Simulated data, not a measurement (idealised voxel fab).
Proc. module: voxel ribs on slabs
Section cut is 155 nm wide and gridded with 5 nm square cells.
In this document a cross-section is written as a grid of square cells. It is given as a series of bands, listed from the top down, and a band is one or more rows of cells. Band entry format. Leading values: height of top, height of bottom, nm. Remainder: materials in left-to-right order, each with its width in nm. Special words: "everywhere" on a single material, which then fills the band edge to edge; "blank", empty space. It should be noted that heights are counted from 0, beneath which the wafer as supplied is of one material throughout, and that the lowest band possesses no lower boundary but continues downward, as written in "0..down". So if you see something like "30->40" for the width, read it as the top row of the band sitting at the first number and the bottom row at the second, with every row in between moving by the same amount as the last. "stayed the same" (step): cross-section cells unchanged, all of them. Closed-off voids of 8+ cells (no open route to the top) go in "Closed internal voids", written width x height at distance from the left edge, in nm. Whatever follows a step's settings on its line is a remark the simulator itself makes about that step. On any step carrying a mask, the "overlay nm" setting, if present on the step's line, tells how far right of its planned place the mask lay; negative values point to the left. Pairs from here to the end. Each: cross-section before one process step, cross-section after it, the latter only as far down as the lowest band that changed. Under each: the step between, and its settings. Mind that the pairs may be taken from different runs of this module on the same starting wafer; whether a pair continues from the pair above depends on its entry headed "Before processing step", and it does only where that entry says so.
-- Before processing step
- 85..60 | 65 nm blank; 25 nm resist; 65 nm blank
- 60..50 | aC everywhere
- 50..25 | SiN everywhere
- 25..0 | aC everywhere
- 0..down | Si everywhere
- Closed internal voids: none
-- Cross-Section Thereafter
- 75..60 | 65 nm blank; 25 nm resist; 65 nm blank
- 60..50 | 65 nm blank; 25 nm aC; 65 nm blank
- No changes below 50.
- Closed internal voids: none
Which step turns the before cross-section above into the after cross-section? DIRECTIONAL_ETCH, etch materials aC, depth nm 10
Before processing step: per the after cross-section of the pair just above.
-- Cross-Section Thereafter
- 60..50 | 65 nm blank; 25 nm aC; 65 nm blank
- No changes below 50.
- Closed internal voids: none
Which step turns the before cross-section above into the after cross-section? STRIP, etch materials resist
Before processing step: per the after cross-section of the pair just above.
-- Cross-Section Thereafter
- 60..50 | 65 nm blank; 25 nm aC; 65 nm blank
- 50..45 | 65 nm blank; 25 nm SiN; 65 nm blank
- No changes below 45.
- Closed internal voids: none
Which step turns the before cross-section above into the after cross-section? DIRECTIONAL_ETCH, etch materials SiN, depth nm 5
Before processing step: per the after cross-section of the pair just above.
-- Cross-Section Thereafter
- 50..45 | 65 nm blank; 25 nm SiN; 65 nm blank
- No changes below 45.
- Closed internal voids: none
Which step turns the before cross-section above into the after cross-section? STRIP, etch materials aC
Before processing step: per the after cross-section of the pair just above.
-- Cross-Section Thereafter
- 65..50 | 45 nm blank; 65 nm resist; 45 nm blank
- 50..45 | 45 nm blank; 20 nm resist; 25 nm SiN; 20 nm resist; 45 nm blank
- No changes below 45.
- Closed internal voids: none
Which step turns the before cross-section above into the after cross-section? PATTERN, tone cover, mask id SLAB, material resist, width nm 65, thk nm 15, overlay nm 0
Before processing step: per the after cross-section of the pair just above.
-- Cross-Section Thereafter
- 65..50 | 45 nm blank; 65 nm resist; 45 nm blank
- 50..45 | 45 nm blank; 20 nm resist; 25 nm SiN; 20 nm resist; 45 nm blank
- 45..25 | 45 nm blank; 65 nm SiN; 45 nm blank
- No changes below 25.
- Closed internal voids: none
Which step turns the before cross-section above into the after cross-section? DIRECTIONAL_ETCH, etch materials SiN, depth nm 20
Before processing step: per the after cross-section of the pair just above.
-- Cross-Section Thereafter
- 50..45 | 65 nm blank; 25 nm SiN; 65 nm blank
- No changes below 45.
- Closed internal voids: none
Which step turns the before cross-section above into the after cross-section? STRIP, etch materials resist
Before processing step: per the after cross-section of the pair just above.
-- Cross-Section Thereafter
- 70..50 | SiO2 everywhere
- 50..45 | 65 nm SiO2; 25 nm SiN; 65 nm SiO2
- 45..25 | 45 nm SiO2; 65 nm SiN; 45 nm SiO2
- No changes below 25.
- Closed internal voids: none
Which step turns the before cross-section above into the after cross-section? FILL_DEP, material SiO2, thk nm 20
Before processing step: per the after cross-section of the pair just above.
-- Cross-Section Thereafter
- 65..50 | SiO2 everywhere
- No changes below 50.
- Closed internal voids: none
Which step turns the before cross-section above into the after cross-section? CMP, height nm 65
Before processing step: per the after cross-section of the pair just above.
-- Cross-Section Thereafter
- 75..65 | TiN everywhere
- No changes below 65.
- Closed internal voids: none
Which step turns the before cross-section above into the after cross-section? DIRECTIONAL_DEP, material TiN, thk nm 10
Before processing step: per the after cross-section of the pair just above.
-- Cross-Section Thereafter
- 85..75 | aC everywhere
- No changes below 75.
- Closed internal voids: none
Which step turns the before cross-section above into the after cross-section? DIRECTIONAL_DEP, material aC, thk nm 10
Before processing step: per the after cross-section of the pair just above.
-- Cross-Section Thereafter
- 110..85 | 60 nm blank; 35 nm resist; 60 nm blank
- No changes below 85.
- Closed internal voids: none
Which step turns the before cross-section above into the after cross-section? PATTERN, tone cover, mask id HEATER, material resist, width nm 35, thk nm 25, overlay nm 0
Before processing step: per the after cross-section of the pair just above.
-- Cross-Section Thereafter
- 100..85 | 60 nm blank; 35 nm resist; 60 nm blank
- 85..75 | 60 nm blank; 35 nm aC; 60 nm blank
- No changes below 75.
- Closed internal voids: none
Which step turns the before cross-section above into the after cross-section? DIRECTIONAL_ETCH, etch materials aC, depth nm 10
Before processing step: per the after cross-section of the pair just above.
-- Cross-Section Thereafter
- 85..75 | 60 nm blank; 35 nm aC; 60 nm blank
- No changes below 75.
- Closed internal voids: none
Which step turns the before cross-section above into the after cross-section? STRIP, etch materials resist
Before processing step: per the after cross-section of the pair just above.
-- Cross-Section Thereafter
- 85..75 | 60 nm blank; 35 nm aC; 60 nm blank
- 75..65 | 60 nm blank; 35 nm TiN; 60 nm blank
- No changes below 65.
- Closed internal voids: none
Which step turns the before cross-section above into the after cross-section? DIRECTIONAL_ETCH, etch materials TiN, depth nm 10
Before processing step: per the after cross-section of the pair just above.
-- Cross-Section Thereafter
- 75..65 | 60 nm blank; 35 nm TiN; 60 nm blank
- No changes below 65.
- Closed internal voids: none
Which step turns the before cross-section above into the after cross-section? STRIP, etch materials aC
Before processing step: per the after cross-section of the pair just above.
-- Cross-Section Thereafter
- 80..75 | 55 nm blank; 45 nm SiO2; 55 nm blank
- 75..70 | 55 nm blank; 5 nm SiO2; 35 nm TiN; 5 nm SiO2; 55 nm blank
- 70..65 | 60 nm SiO2; 35 nm TiN; 60 nm SiO2
- No changes below 65.
- Closed internal voids: none
Which step turns the before cross-section above into the after cross-section? CONFORMAL_DEP, material SiO2, thk nm 5
-- Before processing step
- 60..50 | aC everywhere
- 50..25 | SiN everywhere
- 25..0 | SiO2 everywhere
- 0..down | Si everywhere
- Closed internal voids: none
-- Cross-Section Thereafter
- 85..60 | 65 nm resist; 25 nm blank; 65 nm resist
- No changes below 60.
- Closed internal voids: none
Which step turns the before cross-section above into the after cross-section? PATTERN, tone open, mask id RIB, material resist, width nm 25, thk nm 25, overlay nm 0
Before processing step: per the after cross-section of the pair just above.
-- Cross-Section Thereafter
- 75..60 | 65 nm resist; 25 nm blank; 65 nm resist
- 60..50 | 65 nm aC; 25 nm blank; 65 nm aC
- No changes below 50.
- Closed internal voids: none
Which step turns the before cross-section above into the after cross-section? DIRECTIONAL_ETCH, etch materials aC, depth nm 10
Before processing step: per the after cross-section of the pair just above.
-- Cross-Section Thereafter
- 60..50 | 65 nm aC; 25 nm blank; 65 nm aC
- No changes below 50.
- Closed internal voids: none
Which step turns the before cross-section above into the after cross-section? STRIP, etch materials resist
Before processing step: per the after cross-section of the pair just above.
-- Cross-Section Thereafter
- 60..50 | 65 nm aC; 25 nm blank; 65 nm aC
- 50..45 | 65 nm SiN; 25 nm blank; 65 nm SiN
- No changes below 45.
- Closed internal voids: none
Which step turns the before cross-section above into the after cross-section? DIRECTIONAL_ETCH, etch materials SiN, depth nm 5
Before processing step: per the after cross-section of the pair just above.
-- Cross-Section Thereafter
- 50..45 | 65 nm SiN; 25 nm blank; 65 nm SiN
- No changes below 45.
- Closed internal voids: none
Which step turns the before cross-section above into the after cross-section? STRIP, etch materials aC
Before processing step: per the after cross-section of the pair just above.
-- Cross-Section Thereafter
- 65..50 | 45 nm blank; 65 nm resist; 45 nm blank
- 50..45 | 65 nm SiN; 25 nm resist; 65 nm SiN
- No changes below 45.
- Closed internal voids: none
Which step turns the before cross-section above into the after cross-section? PATTERN, tone cover, mask id SLAB, material resist, width nm 65, thk nm 15, overlay nm 0
Before processing step: per the after cross-section of the pair just above.
-- Cross-Section Thereafter
- 65..50 | 45 nm blank; 65 nm resist; 45 nm blank
- 50..45 | 45 nm blank; 20 nm SiN; 25 nm resist; 20 nm SiN; 45 nm blank
- 45..30 | 45 nm blank; 65 nm SiN; 45 nm blank
- No changes below 30.
- Closed internal voids: none
Which step turns the before cross-section above into the after cross-section? DIRECTIONAL_ETCH, etch materials SiN, depth nm 20
Before processing step: per the after cross-section of the pair just above.
-- Cross-Section Thereafter
- 50..45 | 45 nm blank; 20 nm SiN; 25 nm blank; 20 nm SiN; 45 nm blank
- No changes below 45.
- Closed internal voids: none
Which step turns the before cross-section above into the after cross-section? STRIP, etch materials resist
Before processing step: per the after cross-section of the pair just above.
-- Cross-Section Thereafter
- 70..50 | SiO2 everywhere
- 50..45 | 45 nm SiO2; 20 nm SiN; 25 nm SiO2; 20 nm SiN; 45 nm SiO2
- 45..30 | 45 nm SiO2; 65 nm SiN; 45 nm SiO2
- No changes below 30.
- Closed internal voids: none
Which step turns the before cross-section above into the after cross-section? FILL_DEP, material SiO2, thk nm 20
Before processing step: per the after cross-section of the pair just above.
-- Cross-Section Thereafter
- 65..50 | SiO2 everywhere
- No changes below 50.
- Closed internal voids: none
Which step turns the before cross-section above into the after cross-section? CMP, height nm 65
Before processing step: per the after cross-section of the pair just above.
-- Cross-Section Thereafter
- 75..65 | TiN everywhere
- No changes below 65.
- Closed internal voids: none
Which step turns the before cross-section above into the after cross-section? DIRECTIONAL_DEP, material TiN, thk nm 10
Before processing step: per the after cross-section of the pair just above.
-- Cross-Section Thereafter
- 85..75 | aC everywhere
- No changes below 75.
- Closed internal voids: none
Which step turns the before cross-section above into the after cross-section? DIRECTIONAL_DEP, material aC, thk nm 10
Before processing step: per the after cross-section of the pair just above.
-- Cross-Section Thereafter
- 110..85 | 60 nm blank; 35 nm resist; 60 nm blank
- No changes below 85.
- Closed internal voids: none
Which step turns the before cross-section above into the after cross-section? PATTERN, tone cover, mask id HEATER, material resist, width nm 35, thk nm 25, overlay nm 0
Before processing step: per the after cross-section of the pair just above.
-- Cross-Section Thereafter
- 100..85 | 60 nm blank; 35 nm resist; 60 nm blank
- 85..75 | 60 nm blank; 35 nm aC; 60 nm blank
- No changes below 75.
- Closed internal voids: none
Which step turns the before cross-section above into the after cross-section? DIRECTIONAL_ETCH, etch materials aC, depth nm 10
Before processing step: per the after cross-section of the pair just above.
-- Cross-Section Thereafter
- 85..75 | 60 nm blank; 35 nm aC; 60 nm blank
- No changes below 75.
- Closed internal voids: none
Which step turns the before cross-section above into the after cross-section? STRIP, etch materials resist
Before processing step: per the after cross-section of the pair just above.
-- Cross-Section Thereafter
- 85..75 | 60 nm blank; 35 nm aC; 60 nm blank
- 75..65 | 60 nm blank; 35 nm TiN; 60 nm blank
- No changes below 65.
- Closed internal voids: none
Which step turns the before cross-section above into the after cross-section? DIRECTIONAL_ETCH, etch materials TiN, depth nm 10
Before processing step: per the after cross-section of the pair just above.
-- Cross-Section Thereafter
- 75..65 | 60 nm blank; 35 nm TiN; 60 nm blank
- No changes below 65.
- Closed internal voids: none
Which step turns the before cross-section above into the after cross-section? STRIP, etch materials aC
Before processing step: per the after cross-section of the pair just above.
-- Cross-Section Thereafter
- 80..75 | 55 nm blank; 45 nm SiO2; 55 nm blank
- 75..70 | 55 nm blank; 5 nm SiO2; 35 nm TiN; 5 nm SiO2; 55 nm blank
- 70..65 | 60 nm SiO2; 35 nm TiN; 60 nm SiO2
- No changes below 65.
- Closed internal voids: none
Which step turns the before cross-section above into the after cross-section? CONFORMAL_DEP, material SiO2, thk nm 5
